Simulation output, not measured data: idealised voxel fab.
process module | voxel fin reveal
cross-section cut | 230 nm wide | cells 5 nm
A cross-section is a grid of square cells, given in bands from the top down. A band is one or more rows of cells.
Each band's line starts with the height of the band's top and of its bottom, in nm. Then come its materials from left to right, each with its width in nm. One material with "throughout" fills the band from edge to edge. "air" is empty space.
Height 0 is the level under which the wafer as received is all one material. The lowest band goes on downwards, as in "0 down".
A width such as "30 to 40" changes by the same amount from each row of cells to the next, from the band's top row to its bottom row.
"no change" after a step means that no cell of the cross-section changed.
closed voids: empty space of 8 cells or more with no open way to the top, each as width x height at its distance from the left edge, in nm
after a step's settings: what the simulator itself notes on the step
overlay nm, on a step with a mask: how far to the right of its planned place the mask lay; to the left if negative
plan
1 op RECEIVE | material Si
2 op CONFORMAL_DEP | material SiN | thk nm 5
3 op DIRECTIONAL_DEP | material aC | thk nm 15
4 op PATTERN | tone cover | mask id FINS | material resist | width nm 15 | pitch nm 35 | thk nm 35 | overlay nm 0
5 op DIRECTIONAL_ETCH | etch materials aC | depth nm 15
6 op STRIP | etch materials resist
7 op DIRECTIONAL_ETCH | etch materials SiN | depth nm 5
8 op DIRECTIONAL_ETCH | etch materials Si | depth nm 30
9 op STRIP | etch materials aC
10 op FILL_DEP | material SiO2 | thk nm 10
11 op CMP | height nm 5
12 op SELECTIVE_ETCH | etch materials SiO2 | depth nm 25
13 op STRIP | etch materials SiN
14 op CONFORMAL_DEP | material HfO2 | thk nm 5
as received, after step 1
  0 down: Si throughout
  closed voids: none
a wafer at the end: this start, this plan, one mistake
  15 to 0: air 55 | HfO2 115 | air 60
  0 to -5: air 55 | HfO2 15 | Si 15 | HfO2 20 | Si 15 | HfO2 20 | Si 15 | HfO2 15 | air 60
  -5 to -20: HfO2 70 | Si 15 | HfO2 20 | Si 15 | HfO2 20 | Si 15 | HfO2 75
  -20 to -30: SiO2 70 | Si 15 | SiO2 20 | Si 15 | SiO2 20 | Si 15 | SiO2 75
  -30 down: Si throughout
  closed voids: none
what went wrong: step 14 ran as: op CONFORMAL_DEP | material HfO2 | thk nm 15
